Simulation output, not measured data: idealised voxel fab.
Process module in this document: voxel wiring stack
Square cells of 5 nm make up the cross-section cut, whose width is 270 nm.
When this document writes out a cross-section, it uses a grid of square cells and lists it as bands, beginning at the top and moving down, with a band standing for one or more rows of cells.
Top, bottom (nm), then materials left to right with widths (nm); lone material tagged "all across" fills the whole band edge to edge; "blank" = empty space.
Measure heights from 0. That's the level where, below it, the as-received wafer is all one material. The lowest band is bottomless and extends downward; write it as in "0 -> down".
The expression "30 to 40" gives the width at the extremes of the band, the first number at its top row of cells and the second at its bottom row, with the width changing by equal amounts from each row to the next in between.
"no alterations made" means the step left every cell of the cross-section as it was.
Any empty space of 8 cells or more lacking an open way to the top shows up in "Enclosed void inventory" as width x height at distance, distance from the left edge, in nm.
Heads up: the bit after the settings on a step's line is the simulator's remark on that step.
"overlay nm" on a masked step: distance the mask lay right of its planned place, negative for left.

[So here's the lineup of process steps we planned]
1,op RECEIVE | material Si
2,op CONFORMAL_DEP | material SiO2 | thk nm 15
3,op CONFORMAL_DEP | material SiN | thk nm 5
4,op DIRECTIONAL_DEP | material SiO2 | thk nm 20
5,op DIRECTIONAL_DEP | material aC | thk nm 10
6,op PATTERN | tone open | mask id METAL_1 | material resist | width nm 30 | pitch nm 55 | thk nm 30 | overlay nm 0
7,op DIRECTIONAL_ETCH | etch materials aC | depth nm 10
8,op STRIP | etch materials resist
9,op DIRECTIONAL_ETCH | etch materials SiO2 | depth nm 20
10,op DIRECTIONAL_ETCH | etch materials SiN | depth nm 5
11,op STRIP | etch materials aC
12,op CONFORMAL_DEP | material TiN | thk nm 5
13,op FILL_DEP | material Cu | thk nm 10
14,op CMP | height nm 40
15,op CONFORMAL_DEP | material SiCN | thk nm 5
16,op DIRECTIONAL_DEP | material lowk | thk nm 25
17,op PATTERN | tone open | mask id METAL_2 | material resist | width nm 30 | pitch nm 55 | thk nm 15 | overlay nm 0
18,op DIRECTIONAL_ETCH | etch materials lowk | depth nm 15
19,op STRIP | etch materials resist
20,op PATTERN | tone open | mask id METAL_2_HOLES | material resist | width nm 15 | pitch nm 110 | thk nm 15 | overlay nm 0
21,op DIRECTIONAL_ETCH | etch materials lowk | depth nm 10
22,op DIRECTIONAL_ETCH | etch materials SiCN | depth nm 5
23,op STRIP | etch materials resist
24,op CONFORMAL_DEP | material TiN | thk nm 5
25,op FILL_DEP | material Ru | thk nm 10
26,op CMP | height nm 70
27,op CONFORMAL_DEP | material SiN | thk nm 5

[First of the two wafers, run per plan]

[As-received state of the wafer in cross-section, equivalent to post-step 1]
  0 -> down | Si all across
  Enclosed void inventory: none

[You're looking at a cross-section of the wafer after step 2]
  15 -> 0 | SiO2 all across
  At heights below 0, the structure remains unaltered.

[You're looking at a cross-section of the wafer after step 3]
  20 -> 15 | SiN all across
  At heights below 15, the structure remains unaltered.

[You're looking at a cross-section of the wafer after step 4]
  40 -> 20 | SiO2 all across
  At heights below 20, the structure remains unaltered.

[You're looking at a cross-section of the wafer after step 5]
  50 -> 40 | aC all across
  At heights below 40, the structure remains unaltered.

[You're looking at a cross-section of the wafer after step 6]
  80 -> 50 | resist: 65, blank: 30, resist: 25, blank: 30, resist: 25, blank: 30, resist: 65
  At heights below 50, the structure remains unaltered.

[You're looking at a cross-section of the wafer after step 7]
  70 -> 50 | resist: 65, blank: 30, resist: 25, blank: 30, resist: 25, blank: 30, resist: 65
  50 -> 40 | aC: 65, blank: 30, aC: 25, blank: 30, aC: 25, blank: 30, aC: 65
  At heights below 40, the structure remains unaltered.

[You're looking at a cross-section of the wafer after step 8]
  50 -> 40 | aC: 65, blank: 30, aC: 25, blank: 30, aC: 25, blank: 30, aC: 65
  At heights below 40, the structure remains unaltered.

[You're looking at a cross-section of the wafer after step 9]
  50 -> 40 | aC: 65, blank: 30, aC: 25, blank: 30, aC: 25, blank: 30, aC: 65
  40 -> 20 | SiO2: 65, blank: 30, SiO2: 25, blank: 30, SiO2: 25, blank: 30, SiO2: 65
  At heights below 20, the structure remains unaltered.

[You're looking at a cross-section of the wafer after step 10]
  50 -> 40 | aC: 65, blank: 30, aC: 25, blank: 30, aC: 25, blank: 30, aC: 65
  40 -> 20 | SiO2: 65, blank: 30, SiO2: 25, blank: 30, SiO2: 25, blank: 30, SiO2: 65
  20 -> 15 | SiN: 65, blank: 30, SiN: 25, blank: 30, SiN: 25, blank: 30, SiN: 65
  At heights below 15, the structure remains unaltered.

[You're looking at a cross-section of the wafer after step 11]
  40 -> 20 | SiO2: 65, blank: 30, SiO2: 25, blank: 30, SiO2: 25, blank: 30, SiO2: 65
  At heights below 20, the structure remains unaltered.

[You're looking at a cross-section of the wafer after step 12]
  45 -> 40 | TiN: 70, blank: 20, TiN: 35, blank: 20, TiN: 35, blank: 20, TiN: 70
  40 -> 20 | SiO2: 65, TiN: 5, blank: 20, TiN: 5, SiO2: 25, TiN: 5, blank: 20, TiN: 5, SiO2: 25, TiN: 5, blank: 20, TiN: 5, SiO2: 65
  20 -> 15 | SiN: 65, TiN: 30, SiN: 25, TiN: 30, SiN: 25, TiN: 30, SiN: 65
  At heights below 15, the structure remains unaltered.

[You're looking at a cross-section of the wafer after step 13]
  55 -> 45 | Cu all across
  45 -> 40 | TiN: 70, Cu: 20, TiN: 35, Cu: 20, TiN: 35, Cu: 20, TiN: 70
  40 -> 20 | SiO2: 65, TiN: 5, Cu: 20, TiN: 5, SiO2: 25, TiN: 5, Cu: 20, TiN: 5, SiO2: 25, TiN: 5, Cu: 20, TiN: 5, SiO2: 65
  At heights below 20, the structure remains unaltered.

[You're looking at a cross-section of the wafer after step 14]
  40 -> 20 | SiO2: 65, TiN: 5, Cu: 20, TiN: 5, SiO2: 25, TiN: 5, Cu: 20, TiN: 5, SiO2: 25, TiN: 5, Cu: 20, TiN: 5, SiO2: 65
  At heights below 20, the structure remains unaltered.

[You're looking at a cross-section of the wafer after step 15]
  45 -> 40 | SiCN all across
  At heights below 40, the structure remains unaltered.

[You're looking at a cross-section of the wafer after step 16]
  70 -> 45 | lowk all across
  At heights below 45, the structure remains unaltered.

[You're looking at a cross-section of the wafer after step 17]
  85 -> 70 | resist: 65, blank: 30, resist: 25, blank: 30, resist: 25, blank: 30, resist: 65
  At heights below 70, the structure remains unaltered.

[You're looking at a cross-section of the wafer after step 18]
  85 -> 70 | resist: 65, blank: 30, resist: 25, blank: 30, resist: 25, blank: 30, resist: 65
  70 -> 55 | lowk: 65, blank: 30, lowk: 25, blank: 30, lowk: 25, blank: 30, lowk: 65
  At heights below 55, the structure remains unaltered.

[You're looking at a cross-section of the wafer after step 19]
  70 -> 55 | lowk: 65, blank: 30, lowk: 25, blank: 30, lowk: 25, blank: 30, lowk: 65
  At heights below 55, the structure remains unaltered.

[You're looking at a cross-section of the wafer after step 20]
  85 -> 70 | resist: 65, blank: 15, resist: 95, blank: 15, resist: 80
  70 -> 55 | lowk: 65, blank: 15, resist: 15, lowk: 25, resist: 30, lowk: 25, blank: 15, resist: 15, lowk: 65
  At heights below 55, the structure remains unaltered.

[You're looking at a cross-section of the wafer after step 21]
  85 -> 70 | resist: 65, blank: 15, resist: 95, blank: 15, resist: 80
  70 -> 55 | lowk: 65, blank: 15, resist: 15, lowk: 25, resist: 30, lowk: 25, blank: 15, resist: 15, lowk: 65
  55 -> 45 | lowk: 65, blank: 15, lowk: 95, blank: 15, lowk: 80
  At heights below 45, the structure remains unaltered.

[You're looking at a cross-section of the wafer after step 22]
  85 -> 70 | resist: 65, blank: 15, resist: 95, blank: 15, resist: 80
  70 -> 55 | lowk: 65, blank: 15, resist: 15, lowk: 25, resist: 30, lowk: 25, blank: 15, resist: 15, lowk: 65
  55 -> 45 | lowk: 65, blank: 15, lowk: 95, blank: 15, lowk: 80
  45 -> 40 | SiCN: 65, blank: 15, SiCN: 95, blank: 15, SiCN: 80
  At heights below 40, the structure remains unaltered.

[You're looking at a cross-section of the wafer after step 23]
  70 -> 55 | lowk: 65, blank: 30, lowk: 25, blank: 30, lowk: 25, blank: 30, lowk: 65
  At heights below 55, the structure remains unaltered.

[You're looking at a cross-section of the wafer after step 24]
  75 -> 70 | TiN: 70, blank: 20, TiN: 35, blank: 20, TiN: 35, blank: 20, TiN: 70
  70 -> 60 | lowk: 65, TiN: 5, blank: 20, TiN: 5, lowk: 25, TiN: 5, blank: 20, TiN: 5, lowk: 25, TiN: 5, blank: 20, TiN: 5, lowk: 65
  60 -> 55 | lowk: 65, TiN: 5, blank: 5, TiN: 20, lowk: 25, TiN: 30, lowk: 25, TiN: 5, blank: 5, TiN: 20, lowk: 65
  55 -> 45 | lowk: 65, TiN: 5, blank: 5, TiN: 5, lowk: 95, TiN: 5, blank: 5, TiN: 5, lowk: 80
  45 -> 40 | SiCN: 65, TiN: 15, SiCN: 95, TiN: 15, SiCN: 80
  At heights below 40, the structure remains unaltered.

[You're looking at a cross-section of the wafer after step 25]
  85 -> 75 | Ru all across
  75 -> 70 | TiN: 70, Ru: 20, TiN: 35, Ru: 20, TiN: 35, Ru: 20, TiN: 70
  70 -> 60 | lowk: 65, TiN: 5, Ru: 20, TiN: 5, lowk: 25, TiN: 5, Ru: 20, TiN: 5, lowk: 25, TiN: 5, Ru: 20, TiN: 5, lowk: 65
  60 -> 55 | lowk: 65, TiN: 5, Ru: 5, TiN: 20, lowk: 25, TiN: 30, lowk: 25, TiN: 5, Ru: 5, TiN: 20, lowk: 65
  55 -> 45 | lowk: 65, TiN: 5, Ru: 5, TiN: 5, lowk: 95, TiN: 5, Ru: 5, TiN: 5, lowk: 80
  At heights below 45, the structure remains unaltered.

[You're looking at a cross-section of the wafer after step 26]
  70 -> 60 | lowk: 65, TiN: 5, Ru: 20, TiN: 5, lowk: 25, TiN: 5, Ru: 20, TiN: 5, lowk: 25, TiN: 5, Ru: 20, TiN: 5, lowk: 65
  At heights below 60, the structure remains unaltered.

[You're looking at a cross-section of the wafer after step 27]
  75 -> 70 | SiN all across
  At heights below 70, the structure remains unaltered.

[For the second wafer, take the first wafer's start and plan, then add one mistake made in running it; everything through step 16, that step included, is shared with the first]

[Second wafer: cross-section at the scheduled end of step 17]
  85 -> 70 | blank: 65, resist: 30, blank: 25, resist: 30, blank: 25, resist: 30, blank: 65
  At heights below 70, the structure remains unaltered.

[Second wafer: cross-section at the scheduled end of step 18]
  85 -> 70 | blank: 65, resist: 30, blank: 25, resist: 30, blank: 25, resist: 30, blank: 65
  70 -> 55 | blank: 65, lowk: 30, blank: 25, lowk: 30, blank: 25, lowk: 30, blank: 65
  At heights below 55, the structure remains unaltered.

[Second wafer: cross-section at the scheduled end of step 19]
  70 -> 55 | blank: 65, lowk: 30, blank: 25, lowk: 30, blank: 25, lowk: 30, blank: 65
  At heights below 55, the structure remains unaltered.

[Second wafer: cross-section at the scheduled end of step 20]
  85 -> 70 | resist: 65, blank: 15, resist: 95, blank: 15, resist: 80
  70 -> 55 | resist: 65, lowk: 30, resist: 25, lowk: 30, resist: 25, lowk: 30, resist: 65
  At heights below 55, the structure remains unaltered.

[Second wafer: cross-section at the scheduled end of step 21]
  85 -> 70 | resist: 65, blank: 15, resist: 95, blank: 15, resist: 80
  70 -> 60 | resist: 65, blank: 15, lowk: 15, resist: 25, lowk: 30, resist: 25, blank: 15, lowk: 15, resist: 65
  At heights below 60, the structure remains unaltered.

Second wafer: cross-section at the scheduled end of step 22: no alterations made

[Second wafer: cross-section at the scheduled end of step 23]
  70 -> 60 | blank: 80, lowk: 15, blank: 25, lowk: 30, blank: 40, lowk: 15, blank: 65
  60 -> 55 | blank: 65, lowk: 30, blank: 25, lowk: 30, blank: 25, lowk: 30, blank: 65
  At heights below 55, the structure remains unaltered.

[Second wafer: cross-section at the scheduled end of step 24]
  75 -> 70 | blank: 75, TiN: 25, blank: 15, TiN: 40, blank: 30, TiN: 25, blank: 60
  70 -> 60 | blank: 75 to 60, TiN: 5 to 20, lowk: 15, TiN: 5, blank: 15, TiN: 5, lowk: 30, TiN: 5, blank: 30 to 15, TiN: 5 to 20, lowk: 15, TiN: 5, blank: 60
  60 -> 55 | TiN: 65, lowk: 30, TiN: 25, lowk: 30, TiN: 25, lowk: 30, TiN: 65
  At heights below 55, the structure remains unaltered.

[Second wafer: cross-section at the scheduled end of step 25]
  85 -> 75 | Ru all across
  75 -> 70 | Ru: 75, TiN: 25, Ru: 15, TiN: 40, Ru: 30, TiN: 25, Ru: 60
  70 -> 60 | Ru: 75 to 60, TiN: 5 to 20, lowk: 15, TiN: 5, Ru: 15, TiN: 5, lowk: 30, TiN: 5, Ru: 30 to 15, TiN: 5 to 20, lowk: 15, TiN: 5, Ru: 60
  At heights below 60, the structure remains unaltered.

[Second wafer: cross-section at the scheduled end of step 26]
  70 -> 60 | Ru: 75 to 60, TiN: 5 to 20, lowk: 15, TiN: 5, Ru: 15, TiN: 5, lowk: 30, TiN: 5, Ru: 30 to 15, TiN: 5 to 20, lowk: 15, TiN: 5, Ru: 60
  At heights below 60, the structure remains unaltered.

[Second wafer: cross-section at the scheduled end of step 27]
  75 -> 70 | SiN all across
  At heights below 70, the structure remains unaltered.
Short version of what went wrong: step 17 did not use the planned setting and instead ran as op PATTERN | tone cover | mask id METAL_2 | material resist | width nm 30 | pitch nm 55 | thk nm 15 | overlay nm 0
In the final state, the cell counts of the second wafer exceed or fall short of those of the first for the following materials: +36 Ru | +6 SiCN | +12 TiN | -54 lowk
